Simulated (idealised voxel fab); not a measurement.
The following process module bears the name voxel self aligned contacts.
Square cell edge 5 nm, section width 230 nm, ID cut.
Bands, listed from the top down, are how a cross-section gets written in this document; the cross-section itself is a grid of square cells, and a band is one or more rows of them. Basically the band line says how high the top is and how high the bottom is, in nm, and then what's in it from left to right, every material with its width in nm. Empty space shows up as "air", and if a single material carries "edge to edge" it runs the full band edge to edge. Measure heights from 0. That's the level where, below it, the as-received wafer is all one material. The lowest band is bottomless and extends downward; write it as in "0 down". A width given as "30 to 40" starts at the first number in the band's top row and ends at the second number in its bottom row, shifting by an equal amount at every step from row to row. Step note "no modifications" = no cross-section cell changed. "Unvented cavities" lists enclosed empty spaces (at least 8 cells, no open path upward to the top), each as width x height at distance from the left edge, in nm. The remark found on a step's line after its settings is issued by the simulator itself and pertains to that step. The "overlay nm" setting may appear on a step's line; for a step that uses a mask, it gives how far to the right of its planned position the mask lay, and a negative value indicates the left.

-- Below is the list of planned process steps
| 1 | op RECEIVE | material Si |
| 2 | op CONFORMAL_DEP | material SiO2 | thk nm 5 |
| 3 | op DIRECTIONAL_DEP | material polySi | thk nm 20 |
| 4 | op DIRECTIONAL_DEP | material SiN | thk nm 15 |
| 5 | op DIRECTIONAL_DEP | material aC | thk nm 15 |
| 6 | op PATTERN | tone cover | mask id GATE | material resist | width nm 30 | pitch nm 55 | thk nm 30 | overlay nm 0 |
| 7 | op DIRECTIONAL_ETCH | etch materials aC | depth nm 15 |
| 8 | op STRIP | etch materials resist |
| 9 | op DIRECTIONAL_ETCH | etch materials SiN | depth nm 15 |
| 10 | op DIRECTIONAL_ETCH | etch materials polySi | depth nm 20 |
| 11 | op STRIP | etch materials aC |
| 12 | op CONFORMAL_DEP | material SiN | thk nm 5 |
| 13 | op DIRECTIONAL_ETCH | etch materials SiN | depth nm 5 |
| 14 | op FILL_DEP | material SiO2 | thk nm 15 |
| 15 | op CMP | height nm 50 |
| 16 | op DIRECTIONAL_DEP | material aC | thk nm 15 |
| 17 | op PATTERN | tone open | mask id CONTACT | material resist | width nm 35 | pitch nm 55 | thk nm 35 | overlay nm 0 |
| 18 | op DIRECTIONAL_ETCH | etch materials aC | depth nm 15 |
| 19 | op STRIP | etch materials resist |
| 20 | op DIRECTIONAL_ETCH | etch materials SiO2 | depth nm 50 |
| 21 | op STRIP | etch materials aC |
| 22 | op CONFORMAL_DEP | material TiN | thk nm 5 |
| 23 | op FILL_DEP | material Ru | thk nm 5 |
| 24 | op CMP | height nm 50 |
| 25 | op CONFORMAL_DEP | material SiCN | thk nm 5 |

-- Incoming wafer in cross-section (state: after step 1)
	0 down: Si edge to edge
	Unvented cavities: none

-- Cross-sectional image of the first of two wafers at the end of the module, the run having proceeded as planned
	55 to 50: SiCN edge to edge
	50 to 40: SiO2: 70; TiN: 5 to 15; Ru: 25 to 5; TiN: 5 to 15; SiO2: 20; TiN: 5 to 15; Ru: 25 to 5; TiN: 5 to 15; SiO2: 70
	40 to 25: SiO2: 40; SiN: 40; TiN: 5; Ru: 5; TiN: 5; SiN: 40; TiN: 5; Ru: 5; TiN: 5; SiN: 40; SiO2: 40
	25 to 5: SiO2: 40; SiN: 5; polySi: 30; SiN: 5; TiN: 5; Ru: 5; TiN: 5; SiN: 5; polySi: 30; SiN: 5; TiN: 5; Ru: 5; TiN: 5; SiN: 5; polySi: 30; SiN: 5; SiO2: 40
	5 to 0: SiO2: 80; TiN: 15; SiO2: 40; TiN: 15; SiO2: 80
	0 down: Si edge to edge
	Unvented cavities: none

-- Wafer two (of two), end-of-module cross-section: start = wafer one, plan = wafer one, one run mistake
	55 to 50: SiCN edge to edge
	50 to 40: SiO2: 70; TiN: 5; Ru: 25; TiN: 5; SiO2: 20; TiN: 5; Ru: 25; TiN: 5; SiO2: 70
	40 to 35: SiO2: 70; TiN: 10; Ru: 15; TiN: 10; SiO2: 20; TiN: 10; Ru: 15; TiN: 10; SiO2: 70
	35 to 25: SiO2: 45; SiN: 30; TiN: 5; Ru: 15; TiN: 5; SiN: 30; TiN: 5; Ru: 15; TiN: 5; SiN: 30; SiO2: 45
	25 to 5: SiO2: 45; polySi: 30; TiN: 5; Ru: 15; TiN: 5; polySi: 30; TiN: 5; Ru: 15; TiN: 5; polySi: 30; SiO2: 45
	5 to 0: SiO2: 75; TiN: 25; SiO2: 30; TiN: 25; SiO2: 75
	0 down: Si edge to edge
	Unvented cavities: none
The plan and the run diverged here: plan step 12 was not performed, having been skipped
at the end the second wafer has, in cells: Ru: 36 more, SiN: 60 fewer, SiO2: 24 more
